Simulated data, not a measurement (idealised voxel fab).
This section sets out a process module, namely voxel self aligned contacts.
Cross-section cut spans 180 nm and uses square cells 5 nm in size.
Think of the cross-section as a grid of square cells. We describe it in bands, top to bottom, and each band covers one or more rows of those cells.
This entry defines a band. It first specifies the height of the band's top and the height of its bottom in nm, and then specifies the band's materials from left to right, stating each material with its width in nm. The word "edge to edge" identifies a single material that fills the band from edge to edge, while the word "empty" identifies empty space.
Height reference: 0 = level under which incoming wafer is all one material. Lowest band: no bottom, runs on downward, e.g. "0 -> down".
Quick explanation for "30..40": the width changes in equal steps down the rows of cells, from the first number in the band's top row to the second number in its bottom row.
Take "nothing was modified" at face value: in the step it is given for, the cross-section changed in none of its cells.
If an empty space has no open way to the top and is at least 8 cells in size, "Sealed internal cavities" lists it, written width x height at distance, where distance is measured from the left edge and every value is in nm.
Whatever follows a step's settings on its line is a remark the simulator itself makes about that step.
overlay nm: for a step with a mask, the amount by which the mask lay right of where it was planned; a negative amount means left of it.
### The following list gives the planned process steps
1: op RECEIVE | material Si
2: op CONFORMAL_DEP | material SiO2 | thk nm 5
3: op DIRECTIONAL_DEP | material polySi | thk nm 30
4: op DIRECTIONAL_DEP | material SiN | thk nm 20
5: op MASKED_ETCH | tone cover | mask id GATE | width nm 30 | pitch nm 65 | etch materials SiN | depth nm 20 | overlay nm 0
6: op MASKED_ETCH | tone cover | mask id GATE | width nm 20 | pitch nm 65 | etch materials polySi | depth nm 30 | overlay nm 0
7: op CONFORMAL_DEP | material SiN | thk nm 10
8: op DIRECTIONAL_ETCH | etch materials SiN | depth nm 10
9: op FILL_DEP | material SiO2 | thk nm 15
10: op CMP | height nm 65
11: op PATTERN | tone open | mask id CONTACT | material resist | width nm 45 | thk nm 20 | overlay nm 0
12: op DIRECTIONAL_ETCH | etch materials SiO2 | depth nm 65
13: op STRIP | etch materials resist
14: op CONFORMAL_DEP | material TiN | thk nm 5
15: op FILL_DEP | material Ru | thk nm 10
16: op CMP | height nm 65
17: op CONFORMAL_DEP | material SiN | thk nm 5
The plan's step 6 width nm is the first wafer's value; the wafers differ in this setting and start identical.
### First of several wafers, received after step 1, in cross-section
0 -> down | Si edge to edge
Sealed internal cavities: none
### The rows of the table below are wafers. Looking at the end of the module, a row counts, for every material, the cells the wafer has gained, shown as (+), or lost, shown as (-), since it was received; its closed voids come next
width nm 20, +18 Ru, +164 SiN, +217 SiO2, +33 TiN, +72 polySi, Sealed internal cavities: none
width nm 25, +18 Ru, +164 SiN, +217 SiO2, +33 TiN, +72 polySi, Sealed internal cavities: none
width nm 30, +18 Ru, +164 SiN, +217 SiO2, +33 TiN, +72 polySi, Sealed internal cavities: none
width nm 35, +11 Ru, +164 SiN, +212 SiO2, +33 TiN, +84 polySi, Sealed internal cavities: none
width nm 40, +11 Ru, +164 SiN, +207 SiO2, +26 TiN, +96 polySi, Sealed internal cavities: none
width nm 45, +11 Ru, +164 SiN, +202 SiO2, +19 TiN, +108 polySi, Sealed internal cavities: none
